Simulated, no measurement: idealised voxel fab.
Process module in this document: voxel self aligned contacts
The cross-section shown here is cut; it is 220 nm wide and divided into square cells measuring 5 nm on a side.
Square cells in a grid make up a cross-section in this document, and the grid is given as bands, listed from the top down, each one or more rows of cells.
The band entry comprises the height of the band's top followed by the height of its bottom, expressed in nm, and subsequently the band's materials from left to right, each stated together with its width in nm. Where a single material is marked with the word "everywhere", that material fills the band from edge to edge. The word "air" represents empty space.
It should be noted that heights are counted from 0, beneath which the wafer as supplied is of one material throughout, and that the lowest band possesses no lower boundary but continues downward, as written in "0..down".
Note: "30..40" means the width goes from the first number (top row of the band) to the second number (bottom row) in equal steps per row of cells.
The cross-section has no changed cell in any step marked "no alteration".
"Sealed cavities": sealed empty spaces, 8 cells or more, no open way to top, listed width x height at distance, with distance from the left edge and width, height and distance in nm.
On a step's line, text after the settings is the simulator commenting on that step.
Among the settings permitted on a step's line is "overlay nm"; applied to a step with a mask, it specifies the extent to which the mask lay to the right of its planned position, whereas a negative figure signifies a position to the left.

-- The steps planned for the process are as follows
| 1 | op RECEIVE | material Si |
| 2 | op CONFORMAL_DEP | material SiO2 | thk nm 5 |
| 3 | op DIRECTIONAL_DEP | material polySi | thk nm 25 |
| 4 | op DIRECTIONAL_DEP | material SiN | thk nm 25 |
| 5 | op DIRECTIONAL_DEP | material aC | thk nm 15 |
| 6 | op PATTERN | tone cover | mask id GATE | material resist | width nm 15 | pitch nm 70 | thk nm 30 | overlay nm 0 |
| 7 | op DIRECTIONAL_ETCH | etch materials aC | depth nm 15 |
| 8 | op STRIP | etch materials resist |
| 9 | op DIRECTIONAL_ETCH | etch materials SiN | depth nm 25 |
| 10 | op DIRECTIONAL_ETCH | etch materials polySi | depth nm 25 |
| 11 | op STRIP | etch materials aC |
| 12 | op CONFORMAL_DEP | material SiN | thk nm 10 |
| 13 | op DIRECTIONAL_ETCH | etch materials SiN | depth nm 10 |
| 14 | op FILL_DEP | material SiO2 | thk nm 20 |
| 15 | op CMP | height nm 65 |
| 16 | op PATTERN | tone open | mask id CONTACT | material resist | width nm 55 | thk nm 20 | overlay nm 0 |
| 17 | op DIRECTIONAL_ETCH | etch materials SiO2 | depth nm 65 |
| 18 | op STRIP | etch materials resist |
| 19 | op CONFORMAL_DEP | material TiN | thk nm 5 |
| 20 | op FILL_DEP | material W | thk nm 10 |
| 21 | op CMP | height nm 65 |
| 22 | op CONFORMAL_DEP | material SiN | thk nm 5 |
Where the wafers of this document differ is in the width nm of step 6; they start out the same, and the plan states the value that applied to the first wafer.

-- Incoming state of the first of several wafers in cross-section: after step 1
- 0..down: Si everywhere
- Sealed cavities: none

-- Cross-section of the first of several wafers, taken after step 22, where the module ends
- 70..65: SiN everywhere
- 65..55: SiO2 80 nm | TiN 5..15 nm | W 45..25 nm | TiN 5..15 nm | SiO2 85 nm
- 55..30: SiO2 55 nm | SiN 35 nm | TiN 5 nm | W 25 nm | TiN 5 nm | SiN 35 nm | SiO2 60 nm
- 30..5: SiO2 55 nm | SiN 10 nm | polySi 15 nm | SiN 10 nm | TiN 5 nm | W 25 nm | TiN 5 nm | SiN 10 nm | polySi 15 nm | SiN 10 nm | SiO2 60 nm
- 5..0: SiO2 90 nm | TiN 35 nm | SiO2 95 nm
- 0..down: Si everywhere
- Sealed cavities: none

-- Final wafer cross-section at module end
- 70..65: SiN everywhere
- 65..60: SiO2 80 nm | TiN 5 nm | W 45 nm | TiN 5 nm | SiO2 85 nm
- 60..55: SiO2 80 nm | TiN 55 nm | SiO2 85 nm
- 55..30: SiO2 45 nm | SiN 60 nm | TiN 10 nm | SiN 60 nm | SiO2 45 nm
- 30..5: SiO2 45 nm | SiN 10 nm | polySi 40 nm | SiN 10 nm | TiN 10 nm | SiN 10 nm | polySi 40 nm | SiN 10 nm | SiO2 45 nm
- 5..0: SiO2 105 nm | TiN 10 nm | SiO2 105 nm
- 0..down: Si everywhere
- Sealed cavities: none

-- Tabulated below, wafer by wafer, are the end-of-module results: for each material, the number of cells gained (+) or lost (-) relative to the as-received state, followed by the closed voids
width nm 15; +154 SiN; +333 SiO2; +35 TiN; +64 W; +30 polySi; Sealed cavities: none
width nm 20; +164 SiN; +324 SiO2; +35 TiN; +53 W; +40 polySi; Sealed cavities: none
width nm 25; +174 SiN; +315 SiO2; +35 TiN; +42 W; +50 polySi; Sealed cavities: none
width nm 30; +184 SiN; +306 SiO2; +35 TiN; +31 W; +60 polySi; Sealed cavities: none
width nm 35; +194 SiN; +297 SiO2; +35 TiN; +20 W; +70 polySi; Sealed cavities: none
width nm 40; +204 SiN; +288 SiO2; +35 TiN; +9 W; +80 polySi; Sealed cavities: none
